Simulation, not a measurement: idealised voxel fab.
Process module name: voxel fin reveal
Section shown: cut. Width: 290 nm. Cell size: 5 nm, square.
In what follows, cross-sections appear as grids of square cells, described through bands that run from the top down, where every band is one or more rows of cells. Band: top and bottom heights (nm) first, top before bottom; then materials from left to right, widths in nm. "all across" marks a sole material filling the band edge to edge. "empty" denotes empty space. Heights are reckoned from 0. Under this level, the received wafer is all of one material. The bottommost band is open-ended downward, for example "0 down". It should be noted that a width expressed as "30..40" varies in equal increments from row to row of cells within the band, taking the value of the first number at the top row and that of the second number at the bottom row. You'll sometimes find "no modification" written for a step, and that's the way of saying that nowhere in the cross-section did a cell change during that step. "Entrapped void list" lists enclosed empty spaces (at least 8 cells, no open path upward to the top), each as width x height at distance from the left edge, in nm. Step line, after settings: the simulator's comment on this step. Each step line may optionally specify "overlay nm", which for a step with a mask gives the rightward distance between the mask's planned place and where it lay, a negative value indicating the leftward direction.
## Planned process steps
1 RECEIVE: material Si
2 CONFORMAL_DEP: material SiN, thk nm 5
3 MASKED_ETCH: tone cover, mask id FINS, width nm 15, pitch nm 45, etch materials SiN, depth nm 5, overlay nm 0
4 MASKED_ETCH: tone cover, mask id FINS, width nm 15, pitch nm 45, etch materials Si, depth nm 40, overlay nm 0
5 FILL_DEP: material SiO2, thk nm 10
6 CMP: height nm 5
7 SELECTIVE_ETCH: etch materials SiO2, depth nm 20
8 STRIP: etch materials SiN
9 CONFORMAL_DEP: material HfO2, thk nm 5
## Cross-section of the wafer at receipt, which is the condition after step 1
> 0 down: Si all across
> Entrapped void list: none
## End-of-module cross-section of the first of two wafers, processed as planned
> 5 to 0: empty 65 / HfO2 25 / empty 20 / HfO2 25 / empty 20 / HfO2 25 / empty 20 / HfO2 25 / empty 65
> 0 to -10: empty 65 / HfO2 5 / Si 15 / HfO2 5 / empty 20 / HfO2 5 / Si 15 / HfO2 5 / empty 20 / HfO2 5 / Si 15 / HfO2 5 / empty 20 / HfO2 5 / Si 15 / HfO2 5 / empty 65
> -10 to -15: HfO2 70 / Si 15 / HfO2 30 / Si 15 / HfO2 30 / Si 15 / HfO2 30 / Si 15 / HfO2 70
> -15 to -40: SiO2 70 / Si 15 / SiO2 30 / Si 15 / SiO2 30 / Si 15 / SiO2 30 / Si 15 / SiO2 70
> -40 down: Si all across
> Entrapped void list: none
## The second wafer, shown in cross-section after the module: started the same way as the first and given the same plan, yet one mistake crept into how it was run
> 5 to 0: empty 65 / HfO2 25 / empty 20 / HfO2 25 / empty 20 / HfO2 25 / empty 20 / HfO2 25 / empty 65
> 0 to -10: empty 65 / HfO2 5 / Si 15 / HfO2 5 / empty 20 / HfO2 5 / Si 15 / HfO2 5 / empty 20 / HfO2 5 / Si 15 / HfO2 5 / empty 20 / HfO2 5 / Si 15 / HfO2 5 / empty 65
> -10 to -15: HfO2 70 / Si 15 / HfO2 30 / Si 15 / HfO2 30 / Si 15 / HfO2 30 / Si 15 / HfO2 70
> -15 to -35: SiO2 70 / Si 15 / SiO2 30 / Si 15 / SiO2 30 / Si 15 / SiO2 30 / Si 15 / SiO2 70
> -35 down: Si all across
> Entrapped void list: none
Here's what went sideways: not per plan at step 4, really ran MASKED_ETCH: tone cover, mask id FINS, width nm 15, pitch nm 45, etch materials Si, depth nm 35, overlay nm 0
In the final state, the cell counts of the second wafer exceed or fall short of those of the first for the following materials: Si +46; SiO2 -46
